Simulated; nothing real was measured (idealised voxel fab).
process module | voxel self aligned vias
cross-section cut | 195 nm wide | cells 5 nm
A cross-section is a grid of square cells, given in bands from the top down. A band is one or more rows of cells.
Each band's line starts with the height of the band's top and of its bottom, in nm. Then come its materials from left to right, each with its width in nm. One material with "throughout" fills the band from edge to edge. "air" is empty space.
Height 0 is the level under which the wafer as received is all one material. The lowest band goes on downwards, as in "0 down".
A width such as "30 to 40" changes by the same amount from each row of cells to the next, from the band's top row to its bottom row.
"no change" after a step means that no cell of the cross-section changed.
closed voids: empty space of 8 cells or more with no open way to the top, each as width x height at its distance from the left edge, in nm
after a step's settings: what the simulator itself notes on the step
overlay nm, on a step with a mask: how far to the right of its planned place the mask lay; to the left if negative
plan
1 op RECEIVE | material Si
2 op CONFORMAL_DEP | material SiO2 | thk nm 10
3 op CONFORMAL_DEP | material SiCN | thk nm 5
4 op DIRECTIONAL_DEP | material SiO2 | thk nm 20
5 op MASKED_ETCH | tone open | mask id LINES | width nm 25 | pitch nm 65 | etch materials SiO2 | depth nm 20 | overlay nm 0
6 op CONFORMAL_DEP | material TiN | thk nm 5
7 op FILL_DEP | material Ru | thk nm 5
8 op CMP | height nm 35
9 op SELECTIVE_ETCH | etch materials W Ru TiN | depth nm 5
10 op FILL_DEP | material SiN | thk nm 5
11 op CMP | height nm 35
12 op DIRECTIONAL_DEP | material SiO2 | thk nm 15
13 op DIRECTIONAL_DEP | material aC | thk nm 10
14 op PATTERN | tone open | mask id VIAS | material resist | width nm 45 | thk nm 25 | overlay nm 0
15 op DIRECTIONAL_ETCH | etch materials aC | depth nm 10
16 op STRIP | etch materials resist
17 op DIRECTIONAL_ETCH | etch materials SiO2 | depth nm 15
18 op DIRECTIONAL_ETCH | etch materials SiN | depth nm 5
19 op STRIP | etch materials aC
20 op CONFORMAL_DEP | material TiN | thk nm 5
21 op FILL_DEP | material Cu | thk nm 10
22 op CMP | height nm 50
23 op CONFORMAL_DEP | material SiCN | thk nm 5
first wafer, as planned
as received, after step 1
  0 down: Si throughout
  closed voids: none
after step 2
  10 to 0: SiO2 throughout
  below 0: unchanged
after step 3
  15 to 10: SiCN throughout
  below 10: unchanged
after step 4
  35 to 15: SiO2 throughout
  below 15: unchanged
after step 5
  35 to 15: SiO2 50 | air 25 | SiO2 40 | air 25 | SiO2 55
  below 15: unchanged
after step 6
  40 to 35: TiN 55 | air 15 | TiN 50 | air 15 | TiN 60
  35 to 20: SiO2 50 | TiN 5 | air 15 | TiN 5 | SiO2 40 | TiN 5 | air 15 | TiN 5 | SiO2 55
  20 to 15: SiO2 50 | TiN 25 | SiO2 40 | TiN 25 | SiO2 55
  below 15: unchanged
after step 7
  45 to 40: Ru throughout
  40 to 35: TiN 55 | Ru 15 | TiN 50 | Ru 15 | TiN 60
  35 to 20: SiO2 50 | TiN 5 | Ru 15 | TiN 5 | SiO2 40 | TiN 5 | Ru 15 | TiN 5 | SiO2 55
  below 20: unchanged
after step 8
  35 to 20: SiO2 50 | TiN 5 | Ru 15 | TiN 5 | SiO2 40 | TiN 5 | Ru 15 | TiN 5 | SiO2 55
  below 20: unchanged
after step 9
  35 to 30: SiO2 50 | air 25 | SiO2 40 | air 25 | SiO2 55
  below 30: unchanged
after step 10
  40 to 35: SiN throughout
  35 to 30: SiO2 50 | SiN 25 | SiO2 40 | SiN 25 | SiO2 55
  below 30: unchanged
after step 11
  35 to 30: SiO2 50 | SiN 25 | SiO2 40 | SiN 25 | SiO2 55
  below 30: unchanged
after step 12
  50 to 35: SiO2 throughout
  below 35: unchanged
after step 13
  60 to 50: aC throughout
  below 50: unchanged
after step 14
  85 to 60: resist 40 | air 45 | resist 110
  below 60: unchanged
after step 15
  75 to 60: resist 40 | air 45 | resist 110
  60 to 50: aC 40 | air 45 | aC 110
  below 50: unchanged
after step 16
  60 to 50: aC 40 | air 45 | aC 110
  below 50: unchanged
after step 17
  60 to 50: aC 40 | air 45 | aC 110
  50 to 35: SiO2 40 | air 45 | SiO2 110
  below 35: unchanged
after step 18
  60 to 50: aC 40 | air 45 | aC 110
  50 to 35: SiO2 40 | air 45 | SiO2 110
  35 to 30: SiO2 50 | air 25 | SiO2 40 | SiN 25 | SiO2 55
  below 30: unchanged
after step 19
  50 to 35: SiO2 40 | air 45 | SiO2 110
  below 35: unchanged
after step 20
  55 to 50: TiN 45 | air 35 | TiN 115
  50 to 40: SiO2 40 | TiN 5 | air 35 | TiN 5 | SiO2 110
  40 to 35: SiO2 40 | TiN 15 | air 15 | TiN 15 | SiO2 110
  35 to 30: SiO2 50 | TiN 25 | SiO2 40 | SiN 25 | SiO2 55
  below 30: unchanged
after step 21
  65 to 55: Cu throughout
  55 to 50: TiN 45 | Cu 35 | TiN 115
  50 to 40: SiO2 40 | TiN 5 | Cu 35 | TiN 5 | SiO2 110
  40 to 35: SiO2 40 | TiN 15 | Cu 15 | TiN 15 | SiO2 110
  below 35: unchanged
after step 22
  50 to 40: SiO2 40 | TiN 5 | Cu 35 | TiN 5 | SiO2 110
  below 40: unchanged
after step 23
  55 to 50: SiCN throughout
  below 50: unchanged
second wafer: like start, like plan, one mistake. Through step 21 it matches the first wafer
when step 22 should have ended: no change
when step 23 should have ended
  70 to 65: SiCN throughout
  below 65: unchanged
what went wrong: step 22 was left out
at the end the second wafer has, in cells: 85 more of Cu | 32 more of TiN
